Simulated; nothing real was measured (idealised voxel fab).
Herein follows the process module entitled voxel local oxidation.
Cross-section cut: width 265 nm, square cells of 5 nm.
A cross-section is written here as square cells arranged in a grid, and it is given in bands from the top down, each band taking up one or more rows of cells. For a band, the entry starts with two heights in nm, that of the top and then that of the bottom, and carries on with the band's materials in order from left to right, each alongside its width in nm; the word "everywhere" beside a single material means it fills the band edge to edge, and "empty" means empty space. Beneath 0, the wafer as received is one material, and that level is where height counting begins. The lowest band goes on downward without a bottom; it is written like "0..down". Graded width ("30..40"): value in top row of band = first number; value in bottom row = second number; row-to-row change constant. Step marked "nothing changed"? Then no cell in the cross-section changed in it. The entry titled "Closed voids list" provides the empty spaces that have no open way to the top, restricted to those of 8 cells or more. Each is presented as width x height at distance, the distance being measured from the left edge, with all three in nm. What comes after the settings on a step's line is commentary from the simulator itself on that step. Among the settings permitted on a step's line is "overlay nm"; applied to a step with a mask, it specifies the extent to which the mask lay to the right of its planned position, whereas a negative figure signifies a position to the left.

Intended process steps
- 1: RECEIVE | material Si
- 2: OXIDIZE | depth nm 5
- 3: CONFORMAL_DEP | material SiN | thk nm 15
- 4: MASKED_ETCH | tone cover | mask id ACTIVE | width nm 100 | etch materials SiN | depth nm 15 | overlay nm 0
- 5: SELECTIVE_ETCH | etch materials SiO2 | depth nm 5
- 6: OXIDIZE | depth nm 10
- 7: STRIP | etch materials SiN

Cross-section of the wafer at receipt, which is the condition after step 1
* 0..down  Si everywhere
* Closed voids list: none

Post-module cross-section of the first of two wafers (run per plan)
* 0..-5  empty 85 nm | SiO2 90 nm | empty 90 nm
* -5..-15  SiO2 95 nm | Si 70 nm | SiO2 100 nm
* -15..down  Si everywhere
* Closed voids list: none

This is the second of the two wafers, cross-sectioned at the end of the module; it started exactly like the first and was given the same plan, but it was run with one mistake
* 0..-5  SiO2 75 nm | empty 110 nm | SiO2 80 nm
* -5..-15  Si 65 nm | SiO2 130 nm | Si 70 nm
* -15..down  Si everywhere
* Closed voids list: none
Deviation from plan: off-plan run, step 4, actual operation and settings MASKED_ETCH | tone open | mask id ACTIVE | width nm 100 | etch materials SiN | depth nm 15 | overlay nm 0
Counted in cells at the end, the second wafer holds more or fewer of these materials than the first: +26 Si | -13 SiO2
